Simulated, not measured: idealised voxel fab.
Module name: voxel transistor to metal (process module)
285 nm wide, 5 nm square cells: that's cross-section cut.
In this document a cross-section is written as a grid of square cells. It is given as a series of bands, listed from the top down, and a band is one or more rows of cells. Read a band's entry like this: the first values are the height of its top and the height of its bottom in nm, and what follows is the sequence of materials from left to right, each with its width in nm. Note that "blank" is empty space, and that a single material marked "throughout" reaches across the band from edge to edge. Heights are measured from 0, the level below which the as-received wafer is all one material; the lowest band has no bottom and continues downward, written as in "0 nm and below". The two numbers in a width such as "30->40" mark its ends across the band: the first belongs to the top row of cells, the second to the bottom row, and from each row to the next the width moves by the same amount. Reading "no alteration" for a step: not a cell of the cross-section changed in it. The label "Tabulated closed voids" introduces a list of the empty spaces, 8 cells or larger, that have no open way up to the top; each entry in it reads width x height at distance, where the distance is taken from the left edge and all three are stated in nm. Note: text after step settings on the step line = simulator remark on that step. On any step carrying a mask, the "overlay nm" setting, if present on the step's line, tells how far right of its planned place the mask lay; negative values point to the left.

-- Below is the list of planned process steps
1,RECEIVE | material Si
2,OXIDIZE | depth nm 5
3,CONFORMAL_DEP | material SiN | thk nm 10
4,DIRECTIONAL_DEP | material aC | thk nm 10
5,PATTERN | tone cover | mask id ACTIVE | material resist | width nm 115 | pitch nm 135 | thk nm 30 | overlay nm 0
6,DIRECTIONAL_ETCH | etch materials aC | depth nm 10
7,STRIP | etch materials resist
8,DIRECTIONAL_ETCH | etch materials SiN | depth nm 10
9,DIRECTIONAL_ETCH | etch materials SiO2 | depth nm 5
10,DIRECTIONAL_ETCH | etch materials Si | depth nm 35
11,STRIP | etch materials aC
12,OXIDIZE | depth nm 5
13,FILL_DEP | material SiO2 | thk nm 10
14,CMP | height nm 10
15,SELECTIVE_ETCH | etch materials SiO2 | depth nm 5
16,STRIP | etch materials SiN
17,SELECTIVE_ETCH | etch materials SiO2 | depth nm 5
18,OXIDIZE | depth nm 5
19,DIRECTIONAL_DEP | material polySi | thk nm 20
20,DIRECTIONAL_DEP | material SiCN | thk nm 10
21,MASKED_ETCH | tone cover | mask id GATE | width nm 35 | pitch nm 135 | etch materials SiCN | depth nm 20 | overlay nm 0
22,MASKED_ETCH | tone cover | mask id GATE | width nm 35 | pitch nm 135 | etch materials polySi | depth nm 30 | overlay nm 0
23,CONFORMAL_DEP | material SiN | thk nm 10
24,DIRECTIONAL_ETCH | etch materials SiN | depth nm 10
25,DIRECTIONAL_ETCH | etch materials SiO2 | depth nm 5
26,EPI | material SiGe | thk nm 5
27,FILL_DEP | material SiO2 | thk nm 5
28,CMP | height nm 15
29,STRIP | etch materials polySi
30,SELECTIVE_ETCH | etch materials SiO2 | depth nm 5
31,CONFORMAL_DEP | material HfO2 | thk nm 5
32,CONFORMAL_DEP | material TiN | thk nm 5
33,FILL_DEP | material W | thk nm 5
34,CMP | height nm 10
35,DIRECTIONAL_DEP | material SiO2 | thk nm 10
36,DIRECTIONAL_DEP | material aC | thk nm 15
37,PATTERN | tone open | mask id CONTACT | material resist | width nm 15 | thk nm 30 | overlay nm 0
38,DIRECTIONAL_ETCH | etch materials aC | depth nm 15
39,STRIP | etch materials resist
40,DIRECTIONAL_ETCH | etch materials SiO2 | depth nm 25
41,STRIP | etch materials aC
42,CONFORMAL_DEP | material TiN | thk nm 5
43,FILL_DEP | material W | thk nm 10
44,CMP | height nm 20
45,CONFORMAL_DEP | material SiN | thk nm 5
46,DIRECTIONAL_DEP | material lowk | thk nm 20
47,PATTERN | tone open | mask id METAL_1 | material resist | width nm 15 | thk nm 15 | overlay nm 0
48,DIRECTIONAL_ETCH | etch materials lowk | depth nm 20
49,DIRECTIONAL_ETCH | etch materials SiN | depth nm 5
50,STRIP | etch materials resist
51,CONFORMAL_DEP | material TiN | thk nm 5
52,FILL_DEP | material Cu | thk nm 5
53,CMP | height nm 45
54,EPI | material Ru | thk nm 5
55,FILL_DEP | material SiCN | thk nm 5

-- Delivered wafer in cross-section: state after step 1
> 0 nm and below | Si throughout
> Tabulated closed voids: none

-- First of two wafers, end-of-module section, run followed plan
> 55 nm to 50 nm | SiCN throughout
> 50 nm to 45 nm | SiCN=20, then Ru=25, then SiCN=55, then Ru=25, then SiCN=30, then Ru=25, then SiCN=55, then Ru=25, then SiCN=25
> 45 nm to 25 nm | lowk=25, then TiN=5, then Cu=5, then TiN=5, then lowk=65, then TiN=5, then Cu=5, then TiN=5, then lowk=40, then TiN=5, then Cu=5, then TiN=5, then lowk=65, then TiN=5, then Cu=5, then TiN=5, then lowk=30
> 25 nm to 20 nm | SiN=25, then TiN=15, then SiN=65, then TiN=15, then SiN=40, then TiN=15, then SiN=65, then TiN=15, then SiN=30
> 20 nm to 10 nm | SiO2=25, then TiN=5, then W=5, then TiN=5, then SiO2=65, then TiN=5, then W=5, then TiN=5, then SiO2=40, then TiN=5, then W=5, then TiN=5, then SiO2=65, then TiN=5, then W=5, then TiN=5, then SiO2=30
> 10 nm to 0 nm | SiO2=25, then TiN=5, then W=5, then TiN=5, then SiO2=5, then SiN=10, then HfO2=5, then TiN=5, then W=15, then TiN=5, then HfO2=5, then SiN=10, then SiO2=5, then TiN=5, then W=5, then TiN=5, then SiO2=40, then TiN=5, then W=5, then TiN=5, then SiO2=5, then SiN=10, then HfO2=5, then TiN=5, then W=15, then TiN=5, then HfO2=5, then SiN=10, then SiO2=5, then TiN=5, then W=5, then TiN=5, then SiO2=30
> 0 nm to -5 nm | SiO2=10, then SiN=10, then SiO2=5, then TiN=15, then SiO2=5, then SiN=10, then HfO2=5, then TiN=25, then HfO2=5, then SiN=10, then SiO2=5, then TiN=15, then SiO2=5, then SiN=10, then SiO2=10, then SiN=10, then SiO2=5, then TiN=15, then SiO2=5, then SiN=10, then HfO2=5, then TiN=25, then HfO2=5, then SiN=10, then SiO2=5, then TiN=15, then SiO2=5, then SiN=10, then SiO2=15
> -5 nm to -10 nm | SiO2=20, then SiGe=25, then SiO2=5, then HfO2=45, then SiO2=5, then SiGe=25, then SiO2=30, then SiGe=25, then SiO2=5, then HfO2=45, then SiO2=5, then SiGe=25, then SiO2=25
> -10 nm to -45 nm | SiO2=20, then Si=105, then SiO2=30, then Si=105, then SiO2=25
> -45 nm and below | Si throughout
> Tabulated closed voids: none

-- Cross-section, second wafer: same start as the first, same plan as the first, one mistake in running it; taken at the end of the module
> 55 nm to 50 nm | SiCN throughout
> 50 nm to 45 nm | Ru throughout
> 45 nm to 40 nm | TiN=30, then Cu=5, then TiN=75, then Cu=5, then TiN=50, then Cu=5, then TiN=75, then Cu=5, then TiN=35
> 40 nm to 20 nm | lowk=25, then TiN=5, then Cu=5, then TiN=5, then lowk=65, then TiN=5, then Cu=5, then TiN=5, then lowk=40, then TiN=5, then Cu=5, then TiN=5, then lowk=65, then TiN=5, then Cu=5, then TiN=5, then lowk=30
> 20 nm to 15 nm | SiN=25, then TiN=15, then SiN=65, then TiN=15, then SiN=40, then TiN=15, then SiN=65, then TiN=15, then SiN=30
> 15 nm to 10 nm | SiO2=25, then TiN=5, then W=5, then TiN=5, then SiO2=65, then TiN=5, then W=5, then TiN=5, then SiO2=40, then TiN=5, then W=5, then TiN=5, then SiO2=65, then TiN=5, then W=5, then TiN=5, then SiO2=30
> 10 nm to 0 nm | SiO2=25, then TiN=5, then W=5, then TiN=5, then SiO2=5, then SiN=10, then HfO2=5, then TiN=5, then W=15, then TiN=5, then HfO2=5, then SiN=10, then SiO2=5, then TiN=5, then W=5, then TiN=5, then SiO2=40, then TiN=5, then W=5, then TiN=5, then SiO2=5, then SiN=10, then HfO2=5, then TiN=5, then W=15, then TiN=5, then HfO2=5, then SiN=10, then SiO2=5, then TiN=5, then W=5, then TiN=5, then SiO2=30
> 0 nm to -5 nm | SiO2=10, then SiN=10, then SiO2=5, then TiN=15, then SiO2=5, then SiN=10, then HfO2=5, then TiN=25, then HfO2=5, then SiN=10, then SiO2=5, then TiN=15, then SiO2=5, then SiN=10, then SiO2=10, then SiN=10, then SiO2=5, then TiN=15, then SiO2=5, then SiN=10, then HfO2=5, then TiN=25, then HfO2=5, then SiN=10, then SiO2=5, then TiN=15, then SiO2=5, then SiN=10, then SiO2=15
> -5 nm to -10 nm | SiO2=20, then SiGe=25, then SiO2=5, then HfO2=45, then SiO2=5, then SiGe=25, then SiO2=30, then SiGe=25, then SiO2=5, then HfO2=45, then SiO2=5, then SiGe=25, then SiO2=25
> -10 nm to -45 nm | SiO2=20, then Si=105, then SiO2=30, then Si=105, then SiO2=25
> -45 nm and below | Si throughout
> Tabulated closed voids: none
Where did the run depart from the plan? step 44 changed vs plan, executed as CMP | height nm 15
It is noted that, at the conclusion of processing, the second wafer exhibits a higher or lower cell count for certain materials relative to the first: 4 more of Cu; 37 more of Ru; 37 fewer of SiCN; 45 fewer of SiO2; 45 more of TiN; 4 fewer of W
